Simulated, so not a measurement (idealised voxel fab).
process module | voxel double patterning
cross-section cut | 255 nm wide | cells 5 nm
A cross-section is a grid of square cells, given in bands from the top down. A band is one or more rows of cells.
Each band's line starts with the height of the band's top and of its bottom, in nm. Then come its materials from left to right, each with its width in nm. One material with "throughout" fills the band from edge to edge. "air" is empty space.
Height 0 is the level under which the wafer as received is all one material. The lowest band goes on downwards, as in "0 down".
A width such as "30 to 40" changes by the same amount from each row of cells to the next, from the band's top row to its bottom row.
"no change" after a step means that no cell of the cross-section changed.
closed voids: empty space of 8 cells or more with no open way to the top, each as width x height at its distance from the left edge, in nm
after a step's settings: what the simulator itself notes on the step
overlay nm, on a step with a mask: how far to the right of its planned place the mask lay; to the left if negative
plan
1 op RECEIVE | material Si
2 op CONFORMAL_DEP | material SiO2 | thk nm 10
3 op DIRECTIONAL_DEP | material W | thk nm 15
4 op DIRECTIONAL_DEP | material SiCN | thk nm 5
5 op DIRECTIONAL_DEP | material aC | thk nm 15
6 op PATTERN | tone open | mask id FIRST | material resist | width nm 15 | pitch nm 50 | thk nm 30 | overlay nm 0
7 op DIRECTIONAL_ETCH | etch materials aC | depth nm 15
8 op STRIP | etch materials resist
9 op DIRECTIONAL_ETCH | etch materials SiCN | depth nm 5
10 op STRIP | etch materials aC
11 op PATTERN | tone open | mask id SECOND | material resist | width nm 15 | pitch nm 50 | thk nm 15 | overlay nm 0
12 op DIRECTIONAL_ETCH | etch materials SiCN | depth nm 5
13 op STRIP | etch materials resist
14 op DIRECTIONAL_ETCH | etch materials W | depth nm 15
15 op STRIP | etch materials SiCN
first wafer, as planned
as received, after step 1
  0 down: Si throughout
  closed voids: none
after step 2
  10 to 0: SiO2 throughout
  below 0: unchanged
after step 3
  25 to 10: W throughout
  below 10: unchanged
after step 4
  30 to 25: SiCN throughout
  below 25: unchanged
after step 5
  45 to 30: aC throughout
  below 30: unchanged
after step 6
  75 to 45: resist 70 | air 15 | resist 35 | air 15 | resist 35 | air 15 | resist 70
  below 45: unchanged
after step 7
  60 to 45: resist 70 | air 15 | resist 35 | air 15 | resist 35 | air 15 | resist 70
  45 to 30: aC 70 | air 15 | aC 35 | air 15 | aC 35 | air 15 | aC 70
  below 30: unchanged
after step 8
  45 to 30: aC 70 | air 15 | aC 35 | air 15 | aC 35 | air 15 | aC 70
  below 30: unchanged
after step 9
  45 to 30: aC 70 | air 15 | aC 35 | air 15 | aC 35 | air 15 | aC 70
  30 to 25: SiCN 70 | air 15 | SiCN 35 | air 15 | SiCN 35 | air 15 | SiCN 70
  below 25: unchanged
after step 10
  30 to 25: SiCN 70 | air 15 | SiCN 35 | air 15 | SiCN 35 | air 15 | SiCN 70
  below 25: unchanged
after step 11
  45 to 30: resist 95 | air 15 | resist 35 | air 15 | resist 95
  30 to 25: SiCN 70 | resist 15 | SiCN 35 | resist 15 | SiCN 35 | resist 15 | SiCN 70
  below 25: unchanged
after step 12
  45 to 30: resist 95 | air 15 | resist 35 | air 15 | resist 95
  30 to 25: SiCN 70 | resist 15 | SiCN 10 | air 15 | SiCN 10 | resist 15 | SiCN 10 | air 15 | SiCN 10 | resist 15 | SiCN 70
  below 25: unchanged
after step 13
  30 to 25: SiCN 70 | air 15 | SiCN 10 | air 15 | SiCN 10 | air 15 | SiCN 10 | air 15 | SiCN 10 | air 15 | SiCN 70
  below 25: unchanged
after step 14
  30 to 25: SiCN 70 | air 15 | SiCN 10 | air 15 | SiCN 10 | air 15 | SiCN 10 | air 15 | SiCN 10 | air 15 | SiCN 70
  25 to 10: W 70 | air 15 | W 10 | air 15 | W 10 | air 15 | W 10 | air 15 | W 10 | air 15 | W 70
  below 10: unchanged
after step 15
  25 to 10: W 70 | air 15 | W 10 | air 15 | W 10 | air 15 | W 10 | air 15 | W 10 | air 15 | W 70
  below 10: unchanged
second wafer: like start, like plan, one mistake. Through step 1 it matches the first wafer
when step 2 should have ended: no change
when step 3 should have ended
  15 to 0: W throughout
  below 0: unchanged
when step 4 should have ended
  20 to 15: SiCN throughout
  below 15: unchanged
when step 5 should have ended
  35 to 20: aC throughout
  below 20: unchanged
when step 6 should have ended
  65 to 35: resist 70 | air 15 | resist 35 | air 15 | resist 35 | air 15 | resist 70
  below 35: unchanged
when step 7 should have ended
  50 to 35: resist 70 | air 15 | resist 35 | air 15 | resist 35 | air 15 | resist 70
  35 to 20: aC 70 | air 15 | aC 35 | air 15 | aC 35 | air 15 | aC 70
  below 20: unchanged
when step 8 should have ended
  35 to 20: aC 70 | air 15 | aC 35 | air 15 | aC 35 | air 15 | aC 70
  below 20: unchanged
when step 9 should have ended
  35 to 20: aC 70 | air 15 | aC 35 | air 15 | aC 35 | air 15 | aC 70
  20 to 15: SiCN 70 | air 15 | SiCN 35 | air 15 | SiCN 35 | air 15 | SiCN 70
  below 15: unchanged
when step 10 should have ended
  20 to 15: SiCN 70 | air 15 | SiCN 35 | air 15 | SiCN 35 | air 15 | SiCN 70
  below 15: unchanged
when step 11 should have ended
  35 to 20: resist 95 | air 15 | resist 35 | air 15 | resist 95
  20 to 15: SiCN 70 | resist 15 | SiCN 35 | resist 15 | SiCN 35 | resist 15 | SiCN 70
  below 15: unchanged
when step 12 should have ended
  35 to 20: resist 95 | air 15 | resist 35 | air 15 | resist 95
  20 to 15: SiCN 70 | resist 15 | SiCN 10 | air 15 | SiCN 10 | resist 15 | SiCN 10 | air 15 | SiCN 10 | resist 15 | SiCN 70
  below 15: unchanged
when step 13 should have ended
  20 to 15: SiCN 70 | air 15 | SiCN 10 | air 15 | SiCN 10 | air 15 | SiCN 10 | air 15 | SiCN 10 | air 15 | SiCN 70
  below 15: unchanged
when step 14 should have ended
  20 to 15: SiCN 70 | air 15 | SiCN 10 | air 15 | SiCN 10 | air 15 | SiCN 10 | air 15 | SiCN 10 | air 15 | SiCN 70
  15 to 0: W 70 | air 15 | W 10 | air 15 | W 10 | air 15 | W 10 | air 15 | W 10 | air 15 | W 70
  below 0: unchanged
when step 15 should have ended
  15 to 0: W 70 | air 15 | W 10 | air 15 | W 10 | air 15 | W 10 | air 15 | W 10 | air 15 | W 70
  below 0: unchanged
what went wrong: step 2 was left out
at the end the second wafer has, in cells: 102 fewer of SiO2
